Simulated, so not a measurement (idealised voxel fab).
The process module that follows is named voxel spacer lines.
Displayed cross-section: cut, width of 240 nm, square cells sized 5 nm.
A cross-section is written here as square cells arranged in a grid, and it is given in bands from the top down, each band taking up one or more rows of cells. Heads up on the band format: heights come first, top then bottom, in nm. After that it's the materials left to right, each with its width in nm. A single material flagged "full width" fills the whole band edge to edge, and "air" means there's empty space there. Note: height 0 marks the level under which the wafer is uniformly one material as received. Lowest band unbounded below, written "0 and below". Width spec "30->40" -> top row of cells at first value, bottom row at second value, equal per-row change in between. Step note "no change occurred" = no cross-section cell changed. You'll see "Trapped void list" listing empty spaces that have no way open to the top, as long as they're 8 cells or more; the notation is width x height at distance, where the distance is from the left edge, and all of it is in nm. The remark found on a step's line after its settings is issued by the simulator itself and pertains to that step. overlay nm: on a step with a mask, how far right of its planned place the mask lay; negative means left.

## Process steps (planned)
1: RECEIVE,material Si
2: CONFORMAL_DEP,material Al2O3,thk nm 5
3: DIRECTIONAL_DEP,material polySi,thk nm 20
4: DIRECTIONAL_DEP,material aC,thk nm 25
5: PATTERN,tone cover,mask id MANDREL,material resist,width nm 15,pitch nm 50,thk nm 30,overlay nm 0
6: DIRECTIONAL_ETCH,etch materials aC,depth nm 25
7: STRIP,etch materials resist
8: CONFORMAL_DEP,material SiO2,thk nm 10
9: DIRECTIONAL_ETCH,etch materials SiO2,depth nm 10
10: STRIP,etch materials aC
11: DIRECTIONAL_ETCH,etch materials polySi,depth nm 20
12: STRIP,etch materials SiO2
13: FILL_DEP,material SiO2,thk nm 10
14: CMP,height nm 25

## Step 1 complete: cross-section of the wafer as received
	0 and below: Si full width
	Trapped void list: none

## Same starting wafer, same plan as above, one mistake in the execution; this is the cross-section at the end of the module
	25 down to 20: SiO2 full width
	20 down to 0: SiO2 (50) / polySi (10) / SiO2 (15) / polySi (10) / SiO2 (15) / polySi (10) / SiO2 (15) / polySi (10) / SiO2 (15) / polySi (10) / SiO2 (15) / polySi (10) / SiO2 (55)
	0 and below: Si full width
	Trapped void list: none
what went wrong: step 2 of the plan was omitted and not executed
